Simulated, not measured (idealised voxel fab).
Proc. module: voxel spacer lines
We display cut, a cross-section 205 nm in width whose square cells are each 5 nm.
When this document writes out a cross-section, it uses a grid of square cells and lists it as bands, beginning at the top and moving down, with a band standing for one or more rows of cells.
A band entry consists of two parts. The first gives the height of the band's top and the height of its bottom, in nm. The rest lists the band's materials from left to right, each with its width in nm. A single material labelled with the word "edge to edge" fills the band from edge to edge, and the word "air" marks empty space.
We count height from 0. Below that, the starting wafer is all one material. The lowest band never ends at the bottom but goes on down; see "0 down" for how that is written.
When a width is written as two numbers, as in "30..40", the first number is the width in the top row of cells of the band and the second is the width in its bottom row, and the width changes by the same amount from each row to the next.
What does "remains unaltered" mean for a step? It means no cell of the cross-section changed in that step.
Listed in "Enclosed void catalog": every empty space of 8 or more cells without an open way to the top. Form: width x height at distance, the distance being from the left edge, all in nm.
Whatever follows a step's settings on its line is a remark the simulator itself makes about that step.
"overlay nm" answers the question of how far to the right of plan the mask lay on a step that has a mask, and when it is negative the answer is to the left.
-- Planned step list for the process
- 1: RECEIVE with material Si
- 2: CONFORMAL_DEP with material Al2O3, thk nm 10
- 3: DIRECTIONAL_DEP with material polySi, thk nm 20
- 4: DIRECTIONAL_DEP with material aC, thk nm 25
- 5: PATTERN with tone cover, mask id MANDREL, material resist, width nm 15, pitch nm 60, thk nm 35, overlay nm -15
- 6: DIRECTIONAL_ETCH with etch materials aC, depth nm 25
- 7: STRIP with etch materials resist
- 8: CONFORMAL_DEP with material SiN, thk nm 15
- 9: DIRECTIONAL_ETCH with etch materials SiN, depth nm 15
- 10: STRIP with etch materials aC
- 11: DIRECTIONAL_ETCH with etch materials polySi, depth nm 20
- 12: STRIP with etch materials SiN
- 13: FILL_DEP with material SiO2, thk nm 10
- 14: CMP with height nm 30
What sets these wafers apart? The overlay nm at step 5. They all start alike, and the plan carries the first wafer's value.
-- Cross-section of the first of several received wafers, showing its state after step 1
  0 down: Si edge to edge
  Enclosed void catalog: none
-- Per wafer, end of module: cells gained (+) or lost (-) per material since receipt, then closed voids
overlay nm -15; +82 Al2O3; +116 SiO2; +48 polySi; Enclosed void catalog: none
overlay nm -10; +82 Al2O3; +116 SiO2; +48 polySi; Enclosed void catalog: none
overlay nm -5; +82 Al2O3; +116 SiO2; +48 polySi; Enclosed void catalog: none
overlay nm 0; +82 Al2O3; +116 SiO2; +48 polySi; Enclosed void catalog: none
overlay nm 5; +82 Al2O3; +116 SiO2; +48 polySi; Enclosed void catalog: none
overlay nm 10; +82 Al2O3; +116 SiO2; +48 polySi; Enclosed void catalog: none
overlay nm 15; +82 Al2O3; +116 SiO2; +48 polySi; Enclosed void catalog: none
